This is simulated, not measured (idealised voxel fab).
process module | voxel capacitor over wiring
cross-section cut | 275 nm wide | cells 5 nm
A cross-section is a grid of square cells, given in bands from the top down. A band is one or more rows of cells.
Each band's line starts with the height of the band's top and of its bottom, in nm. Then come its materials from left to right, each with its width in nm. One material with "throughout" fills the band from edge to edge. "air" is empty space.
Height 0 is the level under which the wafer as received is all one material. The lowest band goes on downwards, as in "0 down".
A width such as "30 to 40" changes by the same amount from each row of cells to the next, from the band's top row to its bottom row.
"no change" after a step means that no cell of the cross-section changed.
closed voids: empty space of 8 cells or more with no open way to the top, each as width x height at its distance from the left edge, in nm
after a step's settings: what the simulator itself notes on the step
overlay nm, on a step with a mask: how far to the right of its planned place the mask lay; to the left if negative
plan
1 op RECEIVE | material Si
2 op CONFORMAL_DEP | material SiO2 | thk nm 10
3 op DIRECTIONAL_DEP | material TiN | thk nm 5
4 op DIRECTIONAL_DEP | material W | thk nm 20
5 op PATTERN | tone cover | mask id METAL_1 | material resist | width nm 30 | pitch nm 80 | thk nm 20 | overlay nm 0
6 op DIRECTIONAL_ETCH | etch materials W | depth nm 20
7 op DIRECTIONAL_ETCH | etch materials TiN | depth nm 5
8 op STRIP | etch materials resist
9 op FILL_DEP | material lowk | thk nm 10
10 op CMP | height nm 35
11 op CONFORMAL_DEP | material SiCN | thk nm 5
12 op DIRECTIONAL_DEP | material SiO2 | thk nm 15
13 op MASKED_ETCH | tone open | mask id PLUG_1 | width nm 15 | etch materials SiO2 | depth nm 15 | overlay nm 0
14 op MASKED_ETCH | tone open | mask id PLUG_1 | width nm 15 | etch materials SiCN | depth nm 5 | overlay nm 0
15 op EPI | material Ru | thk nm 10
16 op EPI | material Ru | thk nm 10
17 op DIRECTIONAL_DEP | material TiN | thk nm 5
18 op DIRECTIONAL_DEP | material HfO2 | thk nm 5
19 op DIRECTIONAL_DEP | material TiN | thk nm 5
20 op DIRECTIONAL_DEP | material aC | thk nm 10
21 op PATTERN | tone cover | mask id UPPER_PLATE | material resist | width nm 55 | thk nm 25 | overlay nm 0
22 op DIRECTIONAL_ETCH | etch materials aC | depth nm 10
23 op STRIP | etch materials resist
24 op DIRECTIONAL_ETCH | etch materials TiN | depth nm 5
25 op DIRECTIONAL_ETCH | etch materials HfO2 | depth nm 5
26 op STRIP | etch materials aC
27 op MASKED_ETCH | tone cover | mask id LOWER_PLATE | width nm 65 | etch materials TiN | depth nm 5 | overlay nm 0
28 op FILL_DEP | material SiO2 | thk nm 15
29 op CMP | height nm 80
30 op MASKED_ETCH | tone open | mask id PLUG_2 | width nm 15 | etch materials SiO2 | depth nm 10 | overlay nm 0
31 op CONFORMAL_DEP | material TiN | thk nm 5
32 op FILL_DEP | material Ru | thk nm 10
33 op CMP | height nm 80
34 op CONFORMAL_DEP | material SiN | thk nm 5
first wafer, as planned
as received, after step 1
  0 down: Si throughout
  closed voids: none
after step 2
  10 to 0: SiO2 throughout
  below 0: unchanged
after step 3
  15 to 10: TiN throughout
  below 10: unchanged
after step 4
  35 to 15: W throughout
  below 15: unchanged
after step 5
  55 to 35: air 80 | resist 30 | air 50 | resist 30 | air 85
  below 35: unchanged
after step 6
  55 to 35: air 80 | resist 30 | air 50 | resist 30 | air 85
  35 to 15: air 80 | W 30 | air 50 | W 30 | air 85
  below 15: unchanged
after step 7
  55 to 35: air 80 | resist 30 | air 50 | resist 30 | air 85
  35 to 15: air 80 | W 30 | air 50 | W 30 | air 85
  15 to 10: air 80 | TiN 30 | air 50 | TiN 30 | air 85
  below 10: unchanged
after step 8
  35 to 15: air 80 | W 30 | air 50 | W 30 | air 85
  below 15: unchanged
after step 9
  45 to 35: lowk throughout
  35 to 15: lowk 80 | W 30 | lowk 50 | W 30 | lowk 85
  15 to 10: lowk 80 | TiN 30 | lowk 50 | TiN 30 | lowk 85
  below 10: unchanged
after step 10
  35 to 15: lowk 80 | W 30 | lowk 50 | W 30 | lowk 85
  below 15: unchanged
after step 11
  40 to 35: SiCN throughout
  below 35: unchanged
after step 12
  55 to 40: SiO2 throughout
  below 40: unchanged
after step 13
  55 to 40: SiO2 95 | air 15 | SiO2 165
  below 40: unchanged
after step 14
  55 to 40: SiO2 95 | air 15 | SiO2 165
  40 to 35: SiCN 95 | air 15 | SiCN 165
  below 35: unchanged
after step 15
  55 to 45: SiO2 95 | air 15 | SiO2 165
  45 to 40: SiO2 95 | Ru 15 | SiO2 165
  40 to 35: SiCN 95 | Ru 15 | SiCN 165
  below 35: unchanged
after step 16
  55 to 40: SiO2 95 | Ru 15 | SiO2 165
  below 40: unchanged
after step 17
  60 to 55: TiN throughout
  below 55: unchanged
after step 18
  65 to 60: HfO2 throughout
  below 60: unchanged
after step 19
  70 to 65: TiN throughout
  below 65: unchanged
after step 20
  80 to 70: aC throughout
  below 70: unchanged
after step 21
  105 to 80: air 95 | resist 55 | air 125
  below 80: unchanged
after step 22
  95 to 80: air 95 | resist 55 | air 125
  80 to 70: air 95 | aC 55 | air 125
  below 70: unchanged
after step 23
  80 to 70: air 95 | aC 55 | air 125
  below 70: unchanged
after step 24
  80 to 70: air 95 | aC 55 | air 125
  70 to 65: air 95 | TiN 55 | air 125
  below 65: unchanged
after step 25
  80 to 70: air 95 | aC 55 | air 125
  70 to 65: air 95 | TiN 55 | air 125
  65 to 60: air 95 | HfO2 55 | air 125
  below 60: unchanged
after step 26
  70 to 65: air 95 | TiN 55 | air 125
  below 65: unchanged
after step 27
  70 to 65: air 95 | TiN 55 | air 125
  65 to 60: air 95 | HfO2 55 | air 125
  60 to 55: air 90 | TiN 65 | air 120
  below 55: unchanged
after step 28
  85 to 70: SiO2 throughout
  70 to 65: SiO2 95 | TiN 55 | SiO2 125
  65 to 60: SiO2 95 | HfO2 55 | SiO2 125
  60 to 55: SiO2 90 | TiN 65 | SiO2 120
  below 55: unchanged
after step 29
  80 to 70: SiO2 throughout
  below 70: unchanged
after step 30
  80 to 70: SiO2 105 | air 15 | SiO2 155
  below 70: unchanged
after step 31
  85 to 80: TiN 110 | air 5 | TiN 160
  80 to 75: SiO2 105 | TiN 5 | air 5 | TiN 5 | SiO2 155
  75 to 65: SiO2 105 to 95 | TiN 15 to 55 | SiO2 155 to 125
  below 65: unchanged
after step 32
  95 to 85: Ru throughout
  85 to 80: TiN 110 | Ru 5 | TiN 160
  80 to 75: SiO2 105 | TiN 5 | Ru 5 | TiN 5 | SiO2 155
  below 75: unchanged
after step 33
  80 to 75: SiO2 105 | TiN 5 | Ru 5 | TiN 5 | SiO2 155
  below 75: unchanged
after step 34
  85 to 80: SiN throughout
  below 80: unchanged
second wafer: like start, like plan, one mistake. Through step 29 it matches the first wafer
when step 30 should have ended
  80 to 70: air 105 | SiO2 15 | air 155
  below 70: unchanged
when step 31 should have ended
  85 to 80: air 100 | TiN 25 | air 150
  80 to 75: air 100 | TiN 5 | SiO2 15 | TiN 5 | air 150
  75 to 70: TiN 105 | SiO2 15 | TiN 155
  below 70: unchanged
when step 32 should have ended
  95 to 85: Ru throughout
  85 to 80: Ru 100 | TiN 25 | Ru 150
  80 to 75: Ru 100 | TiN 5 | SiO2 15 | TiN 5 | Ru 150
  below 75: unchanged
when step 33 should have ended
  80 to 75: Ru 100 | TiN 5 | SiO2 15 | TiN 5 | Ru 150
  below 75: unchanged
when step 34 should have ended
  85 to 80: SiN throughout
  below 80: unchanged
what went wrong: step 30 ran as: op MASKED_ETCH | tone cover | mask id PLUG_2 | width nm 15 | etch materials SiO2 | depth nm 10 | overlay nm 0
at the end the second wafer has, in cells: 49 more of Ru | 98 fewer of SiO2 | 49 more of TiN
